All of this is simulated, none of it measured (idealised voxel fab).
process module | voxel air gaps
cross-section cut | 210 nm wide | cells 5 nm
A cross-section is a grid of square cells, given in bands from the top down. A band is one or more rows of cells.
Each band's line starts with the height of the band's top and of its bottom, in nm. Then come its materials from left to right, each with its width in nm. One material with "throughout" fills the band from edge to edge. "air" is empty space.
Height 0 is the level under which the wafer as received is all one material. The lowest band goes on downwards, as in "0 down".
A width such as "30 to 40" changes by the same amount from each row of cells to the next, from the band's top row to its bottom row.
"no change" after a step means that no cell of the cross-section changed.
closed voids: empty space of 8 cells or more with no open way to the top, each as width x height at its distance from the left edge, in nm
after a step's settings: what the simulator itself notes on the step
overlay nm, on a step with a mask: how far to the right of its planned place the mask lay; to the left if negative
plan
1 op RECEIVE | material Si
2 op CONFORMAL_DEP | material SiO2 | thk nm 10
3 op CONFORMAL_DEP | material SiN | thk nm 5
4 op DIRECTIONAL_DEP | material SiO2 | thk nm 35
5 op MASKED_ETCH | tone open | mask id LINES | width nm 15 | pitch nm 40 | etch materials SiO2 | depth nm 35 | overlay nm 0
6 op CONFORMAL_DEP | material TiN | thk nm 5
7 op FILL_DEP | material Cu | thk nm 5
8 op CMP | height nm 50
9 op EPI | material Ru | thk nm 10
10 op SELECTIVE_ETCH | etch materials SiO2 | depth nm 45
11 op CONFORMAL_DEP | material SiCN | thk nm 5
as received, after step 1
  0 down: Si throughout
  closed voids: none
a wafer at the end: this start, this plan, one mistake
  65 to 60: air 45 | SiCN 125 | air 40
  60 to 50: air 45 | SiCN 5 | Ru 35 | SiCN 5 | Ru 35 | SiCN 5 | Ru 35 | SiCN 5 | air 40
  50 to 45: air 45 | SiCN 15 | TiN 5 | Cu 5 | TiN 5 | SiCN 25 | TiN 5 | Cu 5 | TiN 5 | SiCN 25 | TiN 5 | Cu 5 | TiN 5 | SiCN 15 | air 40
  45 to 20: air 55 | SiCN 5 | TiN 5 | Cu 5 | TiN 5 | SiCN 5 | air 15 | SiCN 5 | TiN 5 | Cu 5 | TiN 5 | SiCN 5 | air 15 | SiCN 5 | TiN 5 | Cu 5 | TiN 5 | SiCN 5 | air 50
  20 to 15: SiCN 60 | TiN 15 | SiCN 25 | TiN 15 | SiCN 25 | TiN 15 | SiCN 55
  15 to 10: SiN throughout
  10 to 0: SiO2 throughout
  0 down: Si throughout
  closed voids: 15 x 25 at 80; 15 x 25 at 120
what went wrong: step 5 ran as: op MASKED_ETCH | tone open | mask id LINES | width nm 15 | pitch nm 40 | etch materials SiO2 | depth nm 35 | overlay nm 5
